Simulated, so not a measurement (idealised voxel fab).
process module | voxel double patterning
cross-section cut | 230 nm wide | cells 5 nm
A cross-section is a grid of square cells, given in bands from the top down. A band is one or more rows of cells.
Each band's line starts with the height of the band's top and of its bottom, in nm. Then come its materials from left to right, each with its width in nm. One material with "throughout" fills the band from edge to edge. "air" is empty space.
Height 0 is the level under which the wafer as received is all one material. The lowest band goes on downwards, as in "0 down".
A width such as "30 to 40" changes by the same amount from each row of cells to the next, from the band's top row to its bottom row.
"no change" after a step means that no cell of the cross-section changed.
closed voids: empty space of 8 cells or more with no open way to the top, each as width x height at its distance from the left edge, in nm
after a step's settings: what the simulator itself notes on the step
overlay nm, on a step with a mask: how far to the right of its planned place the mask lay; to the left if negative
plan
1 op RECEIVE | material Si
2 op CONFORMAL_DEP | material SiO2 | thk nm 5
3 op DIRECTIONAL_DEP | material W | thk nm 20
4 op DIRECTIONAL_DEP | material SiCN | thk nm 10
5 op DIRECTIONAL_DEP | material aC | thk nm 10
6 op PATTERN | tone open | mask id FIRST | material resist | width nm 15 | pitch nm 50 | thk nm 25 | overlay nm 0
7 op DIRECTIONAL_ETCH | etch materials aC | depth nm 10
8 op STRIP | etch materials resist
9 op DIRECTIONAL_ETCH | etch materials SiCN | depth nm 10
10 op STRIP | etch materials aC
11 op MASKED_ETCH | tone open | mask id SECOND | width nm 15 | pitch nm 50 | etch materials SiCN | depth nm 10 | overlay nm 0
12 op DIRECTIONAL_ETCH | etch materials W | depth nm 20
13 op STRIP | etch materials SiCN
as received, after step 1
  0 down: Si throughout
  closed voids: none
first wafer at the end, as planned
  25 to 5: W 55 | air 15 | W 10 | air 15 | W 10 | air 15 | W 10 | air 15 | W 10 | air 15 | W 60
  5 to 0: SiO2 throughout
  0 down: Si throughout
  closed voids: none
second wafer at the end: like start, like plan, one mistake
  20 to 0: W 55 | air 15 | W 10 | air 15 | W 10 | air 15 | W 10 | air 15 | W 10 | air 15 | W 60
  0 down: Si throughout
  closed voids: none
what went wrong: step 2 was left out
at the end the second wafer has, in cells: 46 fewer of SiO2
